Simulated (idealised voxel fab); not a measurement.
Process module under the name voxel self aligned contacts
180 nm wide, 5 nm square cells: that's cross-section cut.
Each cross-section below is a grid of square cells, stated as bands in top-down order, with one or more rows of cells making up each band. Band: top height; bottom height; in nm. Then, left to right: material with width in nm, for each material. "edge to edge": a single material spanning edge to edge. "empty": empty space. Height datum 0, below which the as-received substrate wafer is one material. Lowest band open at the bottom, running downward: "0 nm and below". Top row gets the first number, bottom row gets the second, and each row in between changes by the same step: that is how a band width like "30 to 40" works. Take "no change" at face value: in the step it is given for, the cross-section changed in none of its cells. Entry "Enclosed void entries" = empty spaces >= 8 cells with no open way to the top; each as width x height at distance, distance from left edge, all nm. Formally, on a step line, whatever follows the settings is a remark that the simulator itself makes on the step. overlay nm, on a step with a mask: how far to the right of its planned place the mask lay; to the left if negative.

The planned process steps are enumerated hereunder
1,RECEIVE [material Si]
2,CONFORMAL_DEP [material SiO2] [thk nm 5]
3,DIRECTIONAL_DEP [material polySi] [thk nm 20]
4,DIRECTIONAL_DEP [material SiN] [thk nm 20]
5,MASKED_ETCH [tone cover] [mask id GATE] [width nm 30] [pitch nm 75] [etch materials SiN] [depth nm 20] [overlay nm 0]
6,MASKED_ETCH [tone cover] [mask id GATE] [width nm 30] [pitch nm 75] [etch materials polySi] [depth nm 20] [overlay nm 0]
7,CONFORMAL_DEP [material SiN] [thk nm 10]
8,DIRECTIONAL_ETCH [etch materials SiN] [depth nm 10]
9,FILL_DEP [material SiO2] [thk nm 10]
10,CMP [height nm 50]
11,PATTERN [tone open] [mask id CONTACT] [material resist] [width nm 55] [thk nm 20] [overlay nm 0]
12,DIRECTIONAL_ETCH [etch materials SiO2] [depth nm 50]
13,STRIP [etch materials resist]
14,CONFORMAL_DEP [material TiN] [thk nm 5]
15,FILL_DEP [material Ru] [thk nm 5]
16,CMP [height nm 50]
17,CONFORMAL_DEP [material SiCN] [thk nm 5]

Concerning the first of two wafers, which was run in accordance with the plan

Incoming wafer in cross-section (state: after step 1)
> 0 nm and below | Si edge to edge
> Enclosed void entries: none

Presented here is a cross-section of the wafer after step 2 has been performed
> 5 nm to 0 nm | SiO2 edge to edge
> No changes below 0.

Presented here is a cross-section of the wafer after step 3 has been performed
> 25 nm to 5 nm | polySi edge to edge
> No changes below 5.

Presented here is a cross-section of the wafer after step 4 has been performed
> 45 nm to 25 nm | SiN edge to edge
> No changes below 25.

Presented here is a cross-section of the wafer after step 5 has been performed
> 45 nm to 25 nm | 35 empty | 30 SiN | 45 empty | 30 SiN | 40 empty
> No changes below 25.

Presented here is a cross-section of the wafer after step 6 has been performed
> 45 nm to 25 nm | 35 empty | 30 SiN | 45 empty | 30 SiN | 40 empty
> 25 nm to 5 nm | 35 empty | 30 polySi | 45 empty | 30 polySi | 40 empty
> No changes below 5.

Presented here is a cross-section of the wafer after step 7 has been performed
> 55 nm to 25 nm | 25 empty | 50 SiN | 25 empty | 50 SiN | 30 empty
> 25 nm to 15 nm | 25 empty | 10 SiN | 30 polySi | 10 SiN | 25 empty | 10 SiN | 30 polySi | 10 SiN | 30 empty
> 15 nm to 5 nm | 35 SiN | 30 polySi | 45 SiN | 30 polySi | 40 SiN
> No changes below 5.

Presented here is a cross-section of the wafer after step 8 has been performed
> 45 nm to 25 nm | 25 empty | 50 SiN | 25 empty | 50 SiN | 30 empty
> 25 nm to 5 nm | 25 empty | 10 SiN | 30 polySi | 10 SiN | 25 empty | 10 SiN | 30 polySi | 10 SiN | 30 empty
> No changes below 5.

Presented here is a cross-section of the wafer after step 9 has been performed
> 55 nm to 45 nm | SiO2 edge to edge
> 45 nm to 25 nm | 25 SiO2 | 50 SiN | 25 SiO2 | 50 SiN | 30 SiO2
> 25 nm to 5 nm | 25 SiO2 | 10 SiN | 30 polySi | 10 SiN | 25 SiO2 | 10 SiN | 30 polySi | 10 SiN | 30 SiO2
> No changes below 5.

Presented here is a cross-section of the wafer after step 10 has been performed
> 50 nm to 45 nm | SiO2 edge to edge
> No changes below 45.

Presented here is a cross-section of the wafer after step 11 has been performed
> 70 nm to 50 nm | 60 resist | 55 empty | 65 resist
> No changes below 50.

Presented here is a cross-section of the wafer after step 12 has been performed
> 70 nm to 50 nm | 60 resist | 55 empty | 65 resist
> 50 nm to 45 nm | 60 SiO2 | 55 empty | 65 SiO2
> 45 nm to 25 nm | 25 SiO2 | 50 SiN | 25 empty | 50 SiN | 30 SiO2
> 25 nm to 5 nm | 25 SiO2 | 10 SiN | 30 polySi | 10 SiN | 25 empty | 10 SiN | 30 polySi | 10 SiN | 30 SiO2
> 5 nm to 0 nm | 75 SiO2 | 25 empty | 80 SiO2
> No changes below 0.

Presented here is a cross-section of the wafer after step 13 has been performed
> 50 nm to 45 nm | 60 SiO2 | 55 empty | 65 SiO2
> No changes below 45.

Presented here is a cross-section of the wafer after step 14 has been performed
> 55 nm to 50 nm | 65 TiN | 45 empty | 70 TiN
> 50 nm to 45 nm | 60 SiO2 | 20 TiN | 15 empty | 20 TiN | 65 SiO2
> 45 nm to 25 nm | 25 SiO2 | 50 SiN | 5 TiN | 15 empty | 5 TiN | 50 SiN | 30 SiO2
> 25 nm to 5 nm | 25 SiO2 | 10 SiN | 30 polySi | 10 SiN | 5 TiN | 15 empty | 5 TiN | 10 SiN | 30 polySi | 10 SiN | 30 SiO2
> 5 nm to 0 nm | 75 SiO2 | 25 TiN | 80 SiO2
> No changes below 0.

Presented here is a cross-section of the wafer after step 15 has been performed
> 60 nm to 55 nm | Ru edge to edge
> 55 nm to 50 nm | 65 TiN | 45 Ru | 70 TiN
> 50 nm to 45 nm | 60 SiO2 | 20 TiN | 15 Ru | 20 TiN | 65 SiO2
> 45 nm to 25 nm | 25 SiO2 | 50 SiN | 5 TiN | 15 Ru | 5 TiN | 50 SiN | 30 SiO2
> 25 nm to 5 nm | 25 SiO2 | 10 SiN | 30 polySi | 10 SiN | 5 TiN | 15 Ru | 5 TiN | 10 SiN | 30 polySi | 10 SiN | 30 SiO2
> No changes below 5.

Presented here is a cross-section of the wafer after step 16 has been performed
> 50 nm to 45 nm | 60 SiO2 | 20 TiN | 15 Ru | 20 TiN | 65 SiO2
> No changes below 45.

Presented here is a cross-section of the wafer after step 17 has been performed
> 55 nm to 50 nm | SiCN edge to edge
> No changes below 50.

Second wafer, same starting conditions and recipe as the first, one mistake in executing it, nothing differs from the first up to and including step 3

Cross-section, second wafer, at the end time the plan gives for step 4
> 65 nm to 25 nm | SiN edge to edge
> No changes below 25.

Cross-section, second wafer, at the end time the plan gives for step 5
> 65 nm to 45 nm | 35 empty | 30 SiN | 45 empty | 30 SiN | 40 empty
> No changes below 45.

Cross-section, second wafer, at the end time the plan gives for step 6: no change

Cross-section, second wafer, at the end time the plan gives for step 7
> 75 nm to 55 nm | 25 empty | 50 SiN | 25 empty | 50 SiN | 30 empty
> 55 nm to 25 nm | SiN edge to edge
> No changes below 25.

Cross-section, second wafer, at the end time the plan gives for step 8
> 65 nm to 45 nm | 25 empty | 50 SiN | 25 empty | 50 SiN | 30 empty
> No changes below 45.

Cross-section, second wafer, at the end time the plan gives for step 9
> 75 nm to 65 nm | SiO2 edge to edge
> 65 nm to 45 nm | 25 SiO2 | 50 SiN | 25 SiO2 | 50 SiN | 30 SiO2
> No changes below 45.

Cross-section, second wafer, at the end time the plan gives for step 10
> 50 nm to 45 nm | 25 SiO2 | 50 SiN | 25 SiO2 | 50 SiN | 30 SiO2
> No changes below 45.

Cross-section, second wafer, at the end time the plan gives for step 11
> 70 nm to 50 nm | 60 resist | 55 empty | 65 resist
> No changes below 50.

Cross-section, second wafer, at the end time the plan gives for step 12
> 70 nm to 50 nm | 60 resist | 55 empty | 65 resist
> 50 nm to 45 nm | 25 SiO2 | 50 SiN | 25 empty | 50 SiN | 30 SiO2
> No changes below 45.

Cross-section, second wafer, at the end time the plan gives for step 13
> 50 nm to 45 nm | 25 SiO2 | 50 SiN | 25 empty | 50 SiN | 30 SiO2
> No changes below 45.

Cross-section, second wafer, at the end time the plan gives for step 14
> 55 nm to 50 nm | 80 TiN | 15 empty | 85 TiN
> 50 nm to 45 nm | 25 SiO2 | 50 SiN | 25 TiN | 50 SiN | 30 SiO2
> No changes below 45.

Cross-section, second wafer, at the end time the plan gives for step 15
> 60 nm to 55 nm | Ru edge to edge
> 55 nm to 50 nm | 80 TiN | 15 Ru | 85 TiN
> No changes below 50.

Cross-section, second wafer, at the end time the plan gives for step 16
> 50 nm to 45 nm | 25 SiO2 | 50 SiN | 25 TiN | 50 SiN | 30 SiO2
> No changes below 45.

Cross-section, second wafer, at the end time the plan gives for step 17
> 55 nm to 50 nm | SiCN edge to edge
> No changes below 50.
Misprocessing identified: plan step 4 was twice executed
The closing comparison, in cells, has the second wafer with more or fewer of some materials than the first: Ru: 27 fewer, SiN: 52 more, SiO2: 97 fewer, TiN: 24 fewer, polySi: 96 more
